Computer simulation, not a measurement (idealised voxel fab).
Process module, titled voxel gate over fins
Shown is cross-section cut, with a width of 225 nm and square cells of size 5 nm.
Think of the cross-section as a grid of square cells. We describe it in bands, top to bottom, and each band covers one or more rows of those cells.
Heads up on the band format: heights come first, top then bottom, in nm. After that it's the materials left to right, each with its width in nm. A single material flagged "all across" fills the whole band edge to edge, and "empty" means there's empty space there.
Where do heights start? At 0: under that level the wafer as delivered is made of one material only. And the lowest band has no floor; it just carries on downward, as in "top 0, no bottom".
A width given as "30 to 40" starts at the first number in the band's top row and ends at the second number in its bottom row, shifting by an equal amount at every step from row to row.
Step note "stayed the same" = no cross-section cell changed.
"Sealed internal cavities" - sealed voids, min. 8 cells, no opening to top; format: width x height at distance (distance from left edge; nm throughout).
Heads up: the bit after the settings on a step's line is the simulator's remark on that step.
A step's line can hold "overlay nm"; with a mask on that step, the setting says how far right of the planned place the mask lay, while a negative setting says it lay to the left.

These are the steps we planned for the process:
1,RECEIVE (material Si)
2,CONFORMAL_DEP (material SiN; thk nm 10)
3,MASKED_ETCH (tone cover; mask id FINS; width nm 15; pitch nm 60; etch materials SiN; depth nm 10; overlay nm 0)
4,MASKED_ETCH (tone cover; mask id FINS; width nm 15; pitch nm 60; etch materials Si; depth nm 40; overlay nm 0)
5,OXIDIZE (depth nm 5)
6,FILL_DEP (material SiO2; thk nm 10)
7,CMP (height nm 10)
8,MASKED_ETCH (tone open; mask id RAIL; width nm 15; etch materials SiO2; depth nm 45; overlay nm 0)
9,CONFORMAL_DEP (material TiN; thk nm 5)
10,FILL_DEP (material W; thk nm 10)
11,CMP (height nm 10)
12,SELECTIVE_ETCH (etch materials W Ru TiN; depth nm 30)
13,FILL_DEP (material SiO2; thk nm 5)
14,CMP (height nm 10)
15,SELECTIVE_ETCH (etch materials SiO2; depth nm 20)
16,STRIP (etch materials SiN)
17,CONFORMAL_DEP (material HfO2; thk nm 5)
18,CONFORMAL_DEP (material TiN; thk nm 5)
19,FILL_DEP (material W; thk nm 15)
20,CMP (height nm 20)
21,CONFORMAL_DEP (material SiCN; thk nm 5)

Cross-section of the wafer at receipt, which is the condition after step 1:
- top 0, no bottom = Si all across
- Sealed internal cavities: none

Look at the cross-section after the module: the wafer started out the way shown above and the plan was the one shown above, yet one mistake was made along the way:
- top 25, bottom 20 = SiCN all across
- top 20, bottom 10 = W all across
- top 10, bottom 5 = W 40; TiN 25; W 35; TiN 25; W 35; TiN 25; W 40
- top 5, bottom 0 = W 40; TiN 5; HfO2 15; TiN 45; HfO2 15; TiN 5; W 35; TiN 5; HfO2 15; TiN 5; W 40
- top 0, bottom -5 = TiN 45; HfO2 5; Si 5; HfO2 5; TiN 10; HfO2 25; TiN 10; HfO2 5; Si 5; HfO2 5; TiN 45; HfO2 5; Si 5; HfO2 5; TiN 45
- top -5, bottom -10 = HfO2 50; Si 5; HfO2 20; TiN 5; W 5; TiN 5; HfO2 20; Si 5; HfO2 55; Si 5; HfO2 50
- top -10, bottom -30 = SiO2 50; Si 5; SiO2 20; TiN 5; W 5; TiN 5; SiO2 20; Si 5; SiO2 55; Si 5; SiO2 50
- top -30, bottom -35 = SiO2 50; Si 5; SiO2 20; TiN 15; SiO2 20; Si 5; SiO2 55; Si 5; SiO2 50
- top -35, bottom -45 = SiO2 50; Si 5; SiO2 55; Si 5; SiO2 55; Si 5; SiO2 50
- top -45, no bottom = Si all across
- Sealed internal cavities: none
Deviation from plan: step 11 of the plan was omitted and not executed
